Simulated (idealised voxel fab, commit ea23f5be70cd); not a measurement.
Process module in this document: voxel released beams
It is cross-section cut that appears here, measuring 175 nm in width, its square cells being 5 nm in size.
Bands, listed from the top down, are how a cross-section gets written in this document; the cross-section itself is a grid of square cells, and a band is one or more rows of them.
Each band's line starts with the height of the band's top and of its bottom, in nm. Then come its materials from left to right, each with its width in nm. One material with "edge to edge" fills the band from edge to edge. "empty" is empty space.
Heights are expressed relative to 0, this being the level below which the as-received wafer comprises one material exclusively. The lowest band is unbounded in the downward direction and is denoted as in "0 down".
When a width is written as two numbers, as in "30..40", the first number is the width in the top row of cells of the band and the second is the width in its bottom row, and the width changes by the same amount from each row to the next.
Reading "no modifications" for a step: not a cell of the cross-section changed in it.
Basically, "Closed void list" tells you about the enclosed voids: empty spaces with no open way to the top, 8 cells or bigger, each written width x height at distance, where distance is from the left edge, all in nm.
Where a step's line continues beyond its settings, the continuation is a remark by the simulator itself on that step.
overlay nm: on a step with a mask, how far right of its planned place the mask lay; negative means left.
Planned step list for the process
1. RECEIVE, material Si
2. CONFORMAL_DEP, material SiN, thk nm 10
3. DIRECTIONAL_DEP, material SiO2, thk nm 15
4. PATTERN, tone open, mask id ANCHOR, material resist, width nm 45, thk nm 20, overlay nm 0
5. DIRECTIONAL_ETCH, etch materials SiO2, depth nm 15
6. STRIP, etch materials resist
7. CONFORMAL_DEP, material W, thk nm 15
8. MASKED_ETCH, tone cover, mask id BEAM, width nm 110, etch materials W, depth nm 15, overlay nm 0
9. STRIP, etch materials SiO2
What follows covers the first of two wafers; it ran as planned
Cross-section: wafer on arrival = after step 1
> 0 down: Si edge to edge
> Closed void list: none
Sectional view: wafer, after step 2
> 10 to 0: SiN edge to edge
> Everything below 0 is unchanged.
Sectional view: wafer, after step 3
> 25 to 10: SiO2 edge to edge
> Everything below 10 is unchanged.
Sectional view: wafer, after step 4
> 45 to 25: resist: 35  empty: 45  resist: 95
> Everything below 25 is unchanged.
Sectional view: wafer, after step 5
> 45 to 25: resist: 35  empty: 45  resist: 95
> 25 to 10: SiO2: 35  empty: 45  SiO2: 95
> Everything below 10 is unchanged.
Sectional view: wafer, after step 6
> 25 to 10: SiO2: 35  empty: 45  SiO2: 95
> Everything below 10 is unchanged.
Sectional view: wafer, after step 7
> 40 to 25: W: 50  empty: 15  W: 110
> 25 to 10: SiO2: 35  W: 45  SiO2: 95
> Everything below 10 is unchanged.
Sectional view: wafer, after step 8
> 40 to 25: empty: 30  W: 20  empty: 15  W: 75  empty: 35
> Everything below 25 is unchanged.
Sectional view: wafer, after step 9
> 40 to 25: empty: 30  W: 20  empty: 15  W: 75  empty: 35
> 25 to 10: empty: 35  W: 45  empty: 95
> Everything below 10 is unchanged.
Notes, second wafer: start = first wafer's, plan = first wafer's, execution had one mistake; history identical to first through step 6
Second wafer profile in section, at the moment step 7 of the plan was meant to be complete
> 35 to 25: W: 45  empty: 25  W: 105
> 25 to 20: SiO2: 35  W: 10  empty: 25  W: 10  SiO2: 95
> 20 to 10: SiO2: 35  W: 45  SiO2: 95
> Everything below 10 is unchanged.
Second wafer profile in section, at the moment step 8 of the plan was meant to be complete
> 35 to 25: empty: 30  W: 15  empty: 25  W: 70  empty: 35
> Everything below 25 is unchanged.
Second wafer profile in section, at the moment step 9 of the plan was meant to be complete
> 35 to 25: empty: 30  W: 15  empty: 25  W: 70  empty: 35
> 25 to 20: empty: 35  W: 10  empty: 25  W: 10  empty: 95
> 20 to 10: empty: 35  W: 45  empty: 95
> Everything below 10 is unchanged.
Which mistake was made when the wafer was run? step 7 did not happen as planned, as run it was CONFORMAL_DEP, material W, thk nm 10
Per the end-of-run cell counts, the second wafer holds more or fewer of some materials than the first: W: 28 fewer
